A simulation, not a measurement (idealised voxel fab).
You're looking at the process module voxel tone inversion.
Cross-section cut spans 225 nm and uses square cells 5 nm in size.
Notation: cross-section as square-cell grid; stated in bands, top first, going down; one or more cell rows per band.
Look at the band entry: it leads with the top's height and the bottom's height in nm. Then it lists the materials left to right, with a width in nm for each. The word "throughout" on a single material says that material fills the band edge to edge. The word "blank" is empty space.
The level at which height equals 0 is the one under which the wafer, as it arrives, is entirely one material. No lower edge exists for the bottom band, which continues downward and is notated as in "0 and below".
It should be noted that a width expressed as "30 to 40" varies in equal increments from row to row of cells within the band, taking the value of the first number at the top row and that of the second number at the bottom row.
Any step labelled "everything unchanged" changed none of the cells in the cross-section.
The label "Enclosed void listing" introduces a list of the empty spaces, 8 cells or larger, that have no open way up to the top; each entry in it reads width x height at distance, where the distance is taken from the left edge and all three are stated in nm.
On a step's line, text after the settings is the simulator commenting on that step.
A step's line can hold "overlay nm"; with a mask on that step, the setting says how far right of the planned place the mask lay, while a negative setting says it lay to the left.
Intended process steps
1) RECEIVE,material Si
2) CONFORMAL_DEP,material SiCN,thk nm 10
3) DIRECTIONAL_DEP,material aC,thk nm 15
4) PATTERN,tone cover,mask id POSTS,material resist,width nm 20,pitch nm 40,thk nm 20,overlay nm 0
5) DIRECTIONAL_ETCH,etch materials aC,depth nm 15
6) STRIP,etch materials resist
7) FILL_DEP,material SiO2,thk nm 10
8) CMP,height nm 25
9) STRIP,etch materials aC
10) CONFORMAL_DEP,material TiN,thk nm 5
11) FILL_DEP,material W,thk nm 10
12) CMP,height nm 25
13) CONFORMAL_DEP,material SiN,thk nm 5
Account of the first of two wafers, which was processed as intended
Cross-section of the wafer as it came to us, i.e., already through step 1
	0 and below  Si throughout
	Enclosed void listing: none
State of the wafer after step 2, shown in cross-section
	10 down to 0  SiCN throughout
	All layers under 0 are left as they were.
State of the wafer after step 3, shown in cross-section
	25 down to 10  aC throughout
	All layers under 10 are left as they were.
State of the wafer after step 4, shown in cross-section
	45 down to 25  40 nm blank, 20 nm resist, 20 nm blank, 20 nm resist, 20 nm blank, 20 nm resist, 20 nm blank, 20 nm resist, 45 nm blank
	All layers under 25 are left as they were.
State of the wafer after step 5, shown in cross-section
	30 down to 25  40 nm blank, 20 nm resist, 20 nm blank, 20 nm resist, 20 nm blank, 20 nm resist, 20 nm blank, 20 nm resist, 45 nm blank
	25 down to 10  40 nm blank, 20 nm aC, 20 nm blank, 20 nm aC, 20 nm blank, 20 nm aC, 20 nm blank, 20 nm aC, 45 nm blank
	All layers under 10 are left as they were.
State of the wafer after step 6, shown in cross-section
	25 down to 10  40 nm blank, 20 nm aC, 20 nm blank, 20 nm aC, 20 nm blank, 20 nm aC, 20 nm blank, 20 nm aC, 45 nm blank
	All layers under 10 are left as they were.
State of the wafer after step 7, shown in cross-section
	35 down to 25  SiO2 throughout
	25 down to 10  40 nm SiO2, 20 nm aC, 20 nm SiO2, 20 nm aC, 20 nm SiO2, 20 nm aC, 20 nm SiO2, 20 nm aC, 45 nm SiO2
	All layers under 10 are left as they were.
State of the wafer after step 8, shown in cross-section
	25 down to 10  40 nm SiO2, 20 nm aC, 20 nm SiO2, 20 nm aC, 20 nm SiO2, 20 nm aC, 20 nm SiO2, 20 nm aC, 45 nm SiO2
	All layers under 10 are left as they were.
State of the wafer after step 9, shown in cross-section
	25 down to 10  40 nm SiO2, 20 nm blank, 20 nm SiO2, 20 nm blank, 20 nm SiO2, 20 nm blank, 20 nm SiO2, 20 nm blank, 45 nm SiO2
	All layers under 10 are left as they were.
State of the wafer after step 10, shown in cross-section
	30 down to 25  45 nm TiN, 10 nm blank, 30 nm TiN, 10 nm blank, 30 nm TiN, 10 nm blank, 30 nm TiN, 10 nm blank, 50 nm TiN
	25 down to 15  40 nm SiO2, 5 nm TiN, 10 nm blank, 5 nm TiN, 20 nm SiO2, 5 nm TiN, 10 nm blank, 5 nm TiN, 20 nm SiO2, 5 nm TiN, 10 nm blank, 5 nm TiN, 20 nm SiO2, 5 nm TiN, 10 nm blank, 5 nm TiN, 45 nm SiO2
	15 down to 10  40 nm SiO2, 20 nm TiN, 20 nm SiO2, 20 nm TiN, 20 nm SiO2, 20 nm TiN, 20 nm SiO2, 20 nm TiN, 45 nm SiO2
	All layers under 10 are left as they were.
State of the wafer after step 11, shown in cross-section
	40 down to 30  W throughout
	30 down to 25  45 nm TiN, 10 nm W, 30 nm TiN, 10 nm W, 30 nm TiN, 10 nm W, 30 nm TiN, 10 nm W, 50 nm TiN
	25 down to 15  40 nm SiO2, 5 nm TiN, 10 nm W, 5 nm TiN, 20 nm SiO2, 5 nm TiN, 10 nm W, 5 nm TiN, 20 nm SiO2, 5 nm TiN, 10 nm W, 5 nm TiN, 20 nm SiO2, 5 nm TiN, 10 nm W, 5 nm TiN, 45 nm SiO2
	All layers under 15 are left as they were.
State of the wafer after step 12, shown in cross-section
	25 down to 15  40 nm SiO2, 5 nm TiN, 10 nm W, 5 nm TiN, 20 nm SiO2, 5 nm TiN, 10 nm W, 5 nm TiN, 20 nm SiO2, 5 nm TiN, 10 nm W, 5 nm TiN, 20 nm SiO2, 5 nm TiN, 10 nm W, 5 nm TiN, 45 nm SiO2
	All layers under 15 are left as they were.
State of the wafer after step 13, shown in cross-section
	30 down to 25  SiN throughout
	All layers under 25 are left as they were.
Second Wafer (Identical Start and Plan, One Processing Error; Matches First Wafer Through Step 1)
Second wafer: cross-section at the scheduled end of step 2: everything unchanged
Second wafer: cross-section at the scheduled end of step 3
	15 down to 0  aC throughout
	All layers under 0 are left as they were.
Second wafer: cross-section at the scheduled end of step 4
	35 down to 15  40 nm blank, 20 nm resist, 20 nm blank, 20 nm resist, 20 nm blank, 20 nm resist, 20 nm blank, 20 nm resist, 45 nm blank
	All layers under 15 are left as they were.
Second wafer: cross-section at the scheduled end of step 5
	20 down to 15  40 nm blank, 20 nm resist, 20 nm blank, 20 nm resist, 20 nm blank, 20 nm resist, 20 nm blank, 20 nm resist, 45 nm blank
	15 down to 0  40 nm blank, 20 nm aC, 20 nm blank, 20 nm aC, 20 nm blank, 20 nm aC, 20 nm blank, 20 nm aC, 45 nm blank
	All layers under 0 are left as they were.
Second wafer: cross-section at the scheduled end of step 6
	15 down to 0  40 nm blank, 20 nm aC, 20 nm blank, 20 nm aC, 20 nm blank, 20 nm aC, 20 nm blank, 20 nm aC, 45 nm blank
	All layers under 0 are left as they were.
Second wafer: cross-section at the scheduled end of step 7
	25 down to 15  SiO2 throughout
	15 down to 0  40 nm SiO2, 20 nm aC, 20 nm SiO2, 20 nm aC, 20 nm SiO2, 20 nm aC, 20 nm SiO2, 20 nm aC, 45 nm SiO2
	All layers under 0 are left as they were.
Second wafer: cross-section at the scheduled end of step 8: everything unchanged
Second wafer: cross-section at the scheduled end of step 9: everything unchanged
Second wafer: cross-section at the scheduled end of step 10
	30 down to 25  TiN throughout
	All layers under 25 are left as they were.
Second wafer: cross-section at the scheduled end of step 11
	40 down to 30  W throughout
	All layers under 30 are left as they were.
Second wafer: cross-section at the scheduled end of step 12
	25 down to 15  SiO2 throughout
	All layers under 15 are left as they were.
Second wafer: cross-section at the scheduled end of step 13
	30 down to 25  SiN throughout
	All layers under 25 are left as they were.
What was the processing mistake? step 2 was left out
End check, counted in cells, second wafer has more or fewer of these materials than the first: SiCN -90; SiO2 +90; TiN -32; W -16; aC +48
